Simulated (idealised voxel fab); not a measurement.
This is a process module. Its name is voxel spacer lines.
Cross-section cut spans 155 nm and uses square cells 5 nm in size.
Bands, listed from the top down, are how a cross-section gets written in this document; the cross-section itself is a grid of square cells, and a band is one or more rows of them. Top, bottom (nm), then materials left to right with widths (nm); lone material tagged "everywhere" fills the whole band edge to edge; "air" = empty space. Heights from 0 (as-received wafer is one material below). Bottom band endless downward, as "0 and below". Quick explanation for "30->40": the width changes in equal steps down the rows of cells, from the first number in the band's top row to the second number in its bottom row. Reading "no change occurred" for a step: not a cell of the cross-section changed in it. "Closed void inventory" contains a list of empty spaces, each no smaller than 8 cells and without an open way to the top, written in the form width x height at distance with the distance from the left edge and all three in nm. after a step's settings: what the simulator itself notes on the step. "overlay nm" on a masked step: distance the mask lay right of its planned place, negative for left.
[List of planned process steps]
| 1 | RECEIVE, material Si |
| 2 | CONFORMAL_DEP, material Al2O3, thk nm 10 |
| 3 | DIRECTIONAL_DEP, material SiN, thk nm 20 |
| 4 | DIRECTIONAL_DEP, material aC, thk nm 25 |
| 5 | PATTERN, tone cover, mask id MANDREL, material resist, width nm 20, pitch nm 60, thk nm 30, overlay nm 0 |
| 6 | DIRECTIONAL_ETCH, etch materials aC, depth nm 25 |
| 7 | STRIP, etch materials resist |
| 8 | CONFORMAL_DEP, material SiO2, thk nm 10 |
| 9 | DIRECTIONAL_ETCH, etch materials SiO2, depth nm 10 |
| 10 | STRIP, etch materials aC |
| 11 | DIRECTIONAL_ETCH, etch materials SiN, depth nm 20 |
| 12 | STRIP, etch materials SiO2 |
[What follows covers the first of two wafers; it ran as planned]
[The cross-section here shows the wafer as received, i.e. in its state after step 1]
* 0 and below | Si everywhere
* Closed void inventory: none
[The wafer, seen in cross-section, after step 2]
* 10 down to 0 | Al2O3 everywhere
* Note: structure below 0 unchanged.
[The wafer, seen in cross-section, after step 3]
* 30 down to 10 | SiN everywhere
* Note: structure below 10 unchanged.
[The wafer, seen in cross-section, after step 4]
* 55 down to 30 | aC everywhere
* Note: structure below 30 unchanged.
[The wafer, seen in cross-section, after step 5]
* 85 down to 55 | air (35)  resist (20)  air (40)  resist (20)  air (40)
* Note: structure below 55 unchanged.
[The wafer, seen in cross-section, after step 6]
* 60 down to 55 | air (35)  resist (20)  air (40)  resist (20)  air (40)
* 55 down to 30 | air (35)  aC (20)  air (40)  aC (20)  air (40)
* Note: structure below 30 unchanged.
[The wafer, seen in cross-section, after step 7]
* 55 down to 30 | air (35)  aC (20)  air (40)  aC (20)  air (40)
* Note: structure below 30 unchanged.
[The wafer, seen in cross-section, after step 8]
* 65 down to 55 | air (25)  SiO2 (40)  air (20)  SiO2 (40)  air (30)
* 55 down to 40 | air (25)  SiO2 (10)  aC (20)  SiO2 (10)  air (20)  SiO2 (10)  aC (20)  SiO2 (10)  air (30)
* 40 down to 30 | SiO2 (35)  aC (20)  SiO2 (40)  aC (20)  SiO2 (40)
* Note: structure below 30 unchanged.
[The wafer, seen in cross-section, after step 9]
* 55 down to 30 | air (25)  SiO2 (10)  aC (20)  SiO2 (10)  air (20)  SiO2 (10)  aC (20)  SiO2 (10)  air (30)
* Note: structure below 30 unchanged.
[The wafer, seen in cross-section, after step 10]
* 55 down to 30 | air (25)  SiO2 (10)  air (20)  SiO2 (10)  air (20)  SiO2 (10)  air (20)  SiO2 (10)  air (30)
* Note: structure below 30 unchanged.
[The wafer, seen in cross-section, after step 11]
* 55 down to 30 | air (25)  SiO2 (10)  air (20)  SiO2 (10)  air (20)  SiO2 (10)  air (20)  SiO2 (10)  air (30)
* 30 down to 10 | air (25)  SiN (10)  air (20)  SiN (10)  air (20)  SiN (10)  air (20)  SiN (10)  air (30)
* Note: structure below 10 unchanged.
[The wafer, seen in cross-section, after step 12]
* 30 down to 10 | air (25)  SiN (10)  air (20)  SiN (10)  air (20)  SiN (10)  air (20)  SiN (10)  air (30)
* Note: structure below 10 unchanged.
[Wafer two of the pair: same origin, same plan, one error during the run; identical to wafer one up to and including step 4]
[Planned end of step 5: second wafer, cross-section]
* 85 down to 55 | air (35)  resist (25)  air (35)  resist (25)  air (35)
* Note: structure below 55 unchanged.
[Planned end of step 6: second wafer, cross-section]
* 60 down to 55 | air (35)  resist (25)  air (35)  resist (25)  air (35)
* 55 down to 30 | air (35)  aC (25)  air (35)  aC (25)  air (35)
* Note: structure below 30 unchanged.
[Planned end of step 7: second wafer, cross-section]
* 55 down to 30 | air (35)  aC (25)  air (35)  aC (25)  air (35)
* Note: structure below 30 unchanged.
[Planned end of step 8: second wafer, cross-section]
* 65 down to 55 | air (25)  SiO2 (45)  air (15)  SiO2 (45)  air (25)
* 55 down to 40 | air (25)  SiO2 (10)  aC (25)  SiO2 (10)  air (15)  SiO2 (10)  aC (25)  SiO2 (10)  air (25)
* 40 down to 30 | SiO2 (35)  aC (25)  SiO2 (35)  aC (25)  SiO2 (35)
* Note: structure below 30 unchanged.
[Planned end of step 9: second wafer, cross-section]
* 55 down to 30 | air (25)  SiO2 (10)  aC (25)  SiO2 (10)  air (15)  SiO2 (10)  aC (25)  SiO2 (10)  air (25)
* Note: structure below 30 unchanged.
[Planned end of step 10: second wafer, cross-section]
* 55 down to 30 | air (25)  SiO2 (10)  air (25)  SiO2 (10)  air (15)  SiO2 (10)  air (25)  SiO2 (10)  air (25)
* Note: structure below 30 unchanged.
[Planned end of step 11: second wafer, cross-section]
* 55 down to 30 | air (25)  SiO2 (10)  air (25)  SiO2 (10)  air (15)  SiO2 (10)  air (25)  SiO2 (10)  air (25)
* 30 down to 10 | air (25)  SiN (10)  air (25)  SiN (10)  air (15)  SiN (10)  air (25)  SiN (10)  air (25)
* Note: structure below 10 unchanged.
[Planned end of step 12: second wafer, cross-section]
* 30 down to 10 | air (25)  SiN (10)  air (25)  SiN (10)  air (15)  SiN (10)  air (25)  SiN (10)  air (25)
* Note: structure below 10 unchanged.
What went wrong in running the wafer? off-plan run, step 5, actual operation and settings PATTERN, tone cover, mask id MANDREL, material resist, width nm 25, pitch nm 60, thk nm 30, overlay nm 0
Upon completion, the cell count for each material on the second wafer equals that on the first, whereas the spatial distribution of those cells differs.
